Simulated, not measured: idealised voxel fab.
Process module name: voxel self aligned contacts
cross-section cut | 255 nm wide | cells 5 nm
Cross-section = grid of square cells, listed top down in bands; band = one or more rows.
Each band's line starts with the height of the band's top and of its bottom, in nm. Then come its materials from left to right, each with its width in nm. One material with "all across" fills the band from edge to edge. "blank" is empty space.
Height 0 is the level under which the wafer as received is all one material. The lowest band goes on downwards, as in "0 -> down".
Graded width ("30 to 40"): value in top row of band = first number; value in bottom row = second number; row-to-row change constant.
No cell of the cross-section changed in a step that is given as "no change occurred".
"Closed void register": empty spaces of 8 cells or more with no open way to the top, each given as width x height at distance, distance from the left edge, all in nm.
after a step's settings: what the simulator itself notes on the step
On any step carrying a mask, the "overlay nm" setting, if present on the step's line, tells how far right of its planned place the mask lay; negative values point to the left.

-- Listed below are the process steps as planned
1,RECEIVE | material Si
2,CONFORMAL_DEP | material SiO2 | thk nm 5
3,DIRECTIONAL_DEP | material polySi | thk nm 25
4,DIRECTIONAL_DEP | material SiN | thk nm 25
5,PATTERN | tone cover | mask id GATE | material resist | width nm 25 | pitch nm 60 | thk nm 15 | overlay nm 0
6,DIRECTIONAL_ETCH | etch materials SiN | depth nm 25
7,DIRECTIONAL_ETCH | etch materials polySi | depth nm 25
8,STRIP | etch materials resist
9,CONFORMAL_DEP | material SiN | thk nm 10
10,DIRECTIONAL_ETCH | etch materials SiN | depth nm 10
11,FILL_DEP | material SiO2 | thk nm 15
12,CMP | height nm 60
13,PATTERN | tone open | mask id CONTACT | material resist | width nm 45 | thk nm 15 | overlay nm 0
14,DIRECTIONAL_ETCH | etch materials SiO2 | depth nm 60
15,STRIP | etch materials resist
16,CONFORMAL_DEP | material TiN | thk nm 5
17,FILL_DEP | material Ru | thk nm 5
18,CMP | height nm 60
19,CONFORMAL_DEP | material SiCN | thk nm 5

-- Incoming wafer in cross-section (state: after step 1)
    0 -> down  Si all across
    Closed void register: none

-- Cross-section at module end, one run error; start and plan unchanged from above
    65 -> 60  SiCN all across
    60 -> 55  SiO2=105; TiN=20; Ru=5; TiN=20; SiO2=105
    55 -> 30  SiO2=75; SiN=45; TiN=5; Ru=5; TiN=5; SiN=45; SiO2=75
    30 -> 25  SiO2=120; TiN=15; SiO2=120
    25 -> 0  polySi all across
    0 -> down  Si all across
    Closed void register: none
It is concluded that the wafer was processed incorrectly with respect to the plan, in that steps 2 and 3 swapped
